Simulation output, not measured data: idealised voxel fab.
Process module in this document: voxel fin reveal
Section shown: cut. Width: 215 nm. Cell size: 5 nm, square.
Cross-section = grid of square cells, listed top down in bands; band = one or more rows. The entry gives the band's vertical extent as a top height and a bottom height in nm, then its horizontal make-up as materials from left to right, each with a width in nm. "blank" stands for empty space; a single material marked "everywhere" fills the band edge to edge. Height reference: 0 = level under which incoming wafer is all one material. Lowest band: no bottom, runs on downward, e.g. "from 0 down". Read "30..40" as a graded width: first number on top, second number at the bottom, same change between each pair of neighbouring rows. "same as before" means the step left every cell of the cross-section as it was. "Closed empty spaces" lists enclosed empty spaces (at least 8 cells, no open path upward to the top), each as width x height at distance from the left edge, in nm. What comes after the settings on a step's line is commentary from the simulator itself on that step. You can add "overlay nm" to a step's line. For a step with a mask, it describes how far the mask lay to the right of its planned position, and a negative number describes a lay to the left.

-- The planned process steps are enumerated hereunder
1) RECEIVE with material Si
2) CONFORMAL_DEP with material SiN, thk nm 5
3) DIRECTIONAL_DEP with material aC, thk nm 15
4) PATTERN with tone cover, mask id FINS, material resist, width nm 15, pitch nm 40, thk nm 35, overlay nm 0
5) DIRECTIONAL_ETCH with etch materials aC, depth nm 15
6) STRIP with etch materials resist
7) DIRECTIONAL_ETCH with etch materials SiN, depth nm 5
8) DIRECTIONAL_ETCH with etch materials Si, depth nm 40
9) STRIP with etch materials aC
10) OXIDIZE with depth nm 5
11) FILL_DEP with material SiO2, thk nm 10
12) CMP with height nm 5
13) SELECTIVE_ETCH with etch materials SiO2, depth nm 15
14) STRIP with etch materials SiN
15) CONFORMAL_DEP with material HfO2, thk nm 5

-- Cross-sectional view of the wafer in its as-received condition, corresponding to the state after step 1
> from 0 down: Si everywhere
> Closed empty spaces: none

-- As-planned run: cross-section of the first of two wafers at end of module
> from 5 to 0: blank (60), HfO2 (15), blank (25), HfO2 (15), blank (25), HfO2 (15), blank (60)
> from 0 to -5: blank (60), HfO2 (5), Si (5), HfO2 (5), blank (25), HfO2 (5), Si (5), HfO2 (5), blank (25), HfO2 (5), Si (5), HfO2 (5), blank (60)
> from -5 to -10: HfO2 (65), Si (5), HfO2 (35), Si (5), HfO2 (35), Si (5), HfO2 (65)
> from -10 to -45: SiO2 (65), Si (5), SiO2 (35), Si (5), SiO2 (35), Si (5), SiO2 (65)
> from -45 down: Si everywhere
> Closed empty spaces: none

-- Wafer two cross-section, module end. Start and plan unchanged from wafer one; one mistake made during the run
> from 5 to 0: blank (60), HfO2 (15), blank (25), HfO2 (15), blank (25), HfO2 (15), blank (60)
> from 0 to -5: blank (60), HfO2 (5), Si (5), HfO2 (5), blank (25), HfO2 (5), Si (5), HfO2 (5), blank (25), HfO2 (5), Si (5), HfO2 (5), blank (60)
> from -5 to -10: HfO2 (65), Si (5), HfO2 (35), Si (5), HfO2 (35), Si (5), HfO2 (65)
> from -10 to -35: SiO2 (65), Si (5), SiO2 (35), Si (5), SiO2 (35), Si (5), SiO2 (65)
> from -35 down: Si everywhere
> Closed empty spaces: none
Error vs. plan: step 8 deviated from plan and actually ran as DIRECTIONAL_ETCH with etch materials Si, depth nm 30
Final wafer comparison in cells, second versus first, more or fewer per material: +80 Si; -80 SiO2
